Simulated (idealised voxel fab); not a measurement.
Herein follows the process module entitled voxel ribs on slabs.
Pictured: cross-section cut, 290 nm wide, on a grid of 5 nm square cells.
Bands, listed from the top down, are how a cross-section gets written in this document; the cross-section itself is a grid of square cells, and a band is one or more rows of them. Look at the band entry: it leads with the top's height and the bottom's height in nm. Then it lists the materials left to right, with a width in nm for each. The word "full width" on a single material says that material fills the band edge to edge. The word "empty" is empty space. Counting heights begins at 0, where everything beneath is, in the wafer as received, one material. The lowest band has no bottom; it goes on downwards, as "0 nm and below" shows. A width such as "30..40" changes by the same amount from each row of cells to the next, from the band's top row to its bottom row. The cross-section has no changed cell in any step marked "no modification". "Sealed-off cavities" enumerates empty spaces isolated from the top, with no open way to it, that contain at least 8 cells, giving each as width x height at distance from the left edge, all three in nm. Whatever follows a step's settings on its line is a remark the simulator itself makes about that step. overlay nm: mask right of planned place by this much (step with mask). Neg. = left.
**The steps planned for the process are as follows**
| 1 | RECEIVE (material Si) |
| 2 | DIRECTIONAL_DEP (material SiO2; thk nm 30) |
| 3 | DIRECTIONAL_DEP (material polySi; thk nm 20) |
| 4 | MASKED_ETCH (tone cover; mask id RIB; width nm 25; etch materials polySi; depth nm 5; overlay nm 0) |
| 5 | PATTERN (tone cover; mask id SLAB; material resist; width nm 55; thk nm 15; overlay nm 0) |
| 6 | DIRECTIONAL_ETCH (etch materials polySi; depth nm 15) |
| 7 | STRIP (etch materials resist) |
| 8 | FILL_DEP (material SiO2; thk nm 20) |
| 9 | CMP (height nm 60) |
| 10 | DIRECTIONAL_DEP (material W; thk nm 5) |
| 11 | MASKED_ETCH (tone cover; mask id HEATER; width nm 35; etch materials W; depth nm 5; overlay nm 0) |
| 12 | CONFORMAL_DEP (material SiN; thk nm 10) |
**Wafer cross-section on receipt, i.e. after step 1**
* 0 nm and below  Si full width
* Sealed-off cavities: none
**Look at the cross-section after the module: the wafer started out the way shown above and the plan was the one shown above, yet one mistake was made along the way**
* 75 nm to 70 nm  empty: 115  SiN: 55  empty: 120
* 70 nm to 65 nm  SiN full width
* 65 nm to 60 nm  SiN: 125  W: 35  SiN: 130
* 60 nm to 50 nm  SiO2: 115  polySi: 55  SiO2: 120
* 50 nm to 30 nm  polySi full width
* 30 nm to 0 nm  SiO2 full width
* 0 nm and below  Si full width
* Sealed-off cavities: none
In executing the process, a mistake was made relative to the plan: plan step 3 ran twice
